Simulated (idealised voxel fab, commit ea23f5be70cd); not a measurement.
process module | voxel released beams
160 nm wide, 5 nm square cells: that's cross-section cut.
How to read a cross-section here: the picture is a grid of square cells, written as bands going from the top down, and any band can span one or more rows of cells. Top height, bottom height, nm. Materials left to right, width each, nm. Single material + "edge to edge" = fills band edge to edge. "blank" = empty. Heights are expressed relative to 0, this being the level below which the as-received wafer comprises one material exclusively. The lowest band is unbounded in the downward direction and is denoted as in "0 nm and below". Note: "30 to 40" means the width goes from the first number (top row of the band) to the second number (bottom row) in equal steps per row of cells. Take "remained the same" at face value: in the step it is given for, the cross-section changed in none of its cells. Empty spaces counting at least 8 cells and having no open way to the top are listed in "Enclosed void inventory". The notation width x height at distance is used for each, the distance being from the left edge and all three values in nm. That trailing text on a step's line, after the settings, is the simulator's own remark on the step. overlay nm: how far to the right of its planned place the mask lay on this masked step (negative: to the left).

**Here's what the planned process steps look like**
step 1: RECEIVE,material Si
step 2: CONFORMAL_DEP,material SiN,thk nm 5
step 3: DIRECTIONAL_DEP,material SiO2,thk nm 20
step 4: MASKED_ETCH,tone open,mask id ANCHOR,width nm 45,etch materials SiO2,depth nm 20,overlay nm 0
step 5: CONFORMAL_DEP,material polySi,thk nm 15
step 6: MASKED_ETCH,tone cover,mask id BEAM,width nm 115,etch materials polySi,depth nm 15,overlay nm 0
step 7: STRIP,etch materials SiO2

**As-received wafer cross-section (after step 1)**
    0 nm and below | Si edge to edge
    Enclosed void inventory: none

**Cross-section, end of module. Start: as above. Plan: as above. Execution: one mistake**
    40 nm to 25 nm | blank (20); polySi (115); blank (25)
    25 nm to 20 nm | SiN edge to edge
    20 nm to 0 nm | SiO2 edge to edge
    0 nm and below | Si edge to edge
    Enclosed void inventory: none
Nonconformance to the process plan: steps 2 and 3 traded places in the executed sequence
